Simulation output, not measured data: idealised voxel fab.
Module name: voxel trench capacitor (process module)
Displayed cross-section: cut, width of 245 nm, square cells sized 5 nm.
How to read a cross-section here: the picture is a grid of square cells, written as bands going from the top down, and any band can span one or more rows of cells.
A band entry consists of two parts. The first gives the height of the band's top and the height of its bottom, in nm. The rest lists the band's materials from left to right, each with its width in nm. A single material labelled with the word "full width" fills the band from edge to edge, and the word "blank" marks empty space.
Where do heights start? At 0: under that level the wafer as delivered is made of one material only. And the lowest band has no floor; it just carries on downward, as in "from 0 down".
A two-number width, for instance "30->40", indicates that the width is equal to the first number in the top row of the band and to the second number in the bottom row, and that it changes by a constant amount per row of cells.
For the purposes of this document, the phrase "no change" attached to a step denotes that no cell within the cross-section was modified by that step.
Closed-off voids of 8+ cells (no open route to the top) go in "Cavities, closed", written width x height at distance from the left edge, in nm.
Where a step's line continues beyond its settings, the continuation is a remark by the simulator itself on that step.
On any step carrying a mask, the "overlay nm" setting, if present on the step's line, tells how far right of its planned place the mask lay; negative values point to the left.
STEPS PLANNED FOR THE PROCESS
1: op RECEIVE | material Si
2: op CONFORMAL_DEP | material SiN | thk nm 10
3: op MASKED_ETCH | tone open | mask id TRENCH | width nm 20 | pitch nm 40 | etch materials SiN | depth nm 10 | overlay nm 0
4: op MASKED_ETCH | tone open | mask id TRENCH | width nm 20 | pitch nm 40 | etch materials Si | depth nm 30 | overlay nm 0
5: op CONFORMAL_DEP | material SiO2 | thk nm 5
6: op FILL_DEP | material polySi | thk nm 10
7: op CMP | height nm 10
CROSS-SECTION OF THE WAFER AS IT CAME TO US, I.E., ALREADY THROUGH STEP 1
  from 0 down = Si full width
  Cavities, closed: none
THIS IS HOW THE WAFER LOOKS IN CROSS-SECTION ONCE THE MODULE IS DONE, GIVEN THE STARTING STATE AND PLAN ABOVE AND ONE MISTAKE IN CARRYING THE PLAN OUT
  from 10 to 0 = SiN 95 nm, then SiO2 5 nm, then polySi 5 nm, then SiO2 5 nm, then SiN 25 nm, then SiO2 5 nm, then polySi 5 nm, then SiO2 5 nm, then SiN 95 nm
  from 0 to -25 = Si 95 nm, then SiO2 5 nm, then polySi 5 nm, then SiO2 5 nm, then Si 25 nm, then SiO2 5 nm, then polySi 5 nm, then SiO2 5 nm, then Si 95 nm
  from -25 to -30 = Si 95 nm, then SiO2 15 nm, then Si 25 nm, then SiO2 15 nm, then Si 95 nm
  from -30 down = Si full width
  Cavities, closed: none
Short version of what went wrong: it should be noted that step 3 was executed with settings other than those planned, the operation and settings actually applied being op MASKED_ETCH | tone open | mask id TRENCH | width nm 15 | pitch nm 40 | etch materials SiN | depth nm 10 | overlay nm 0
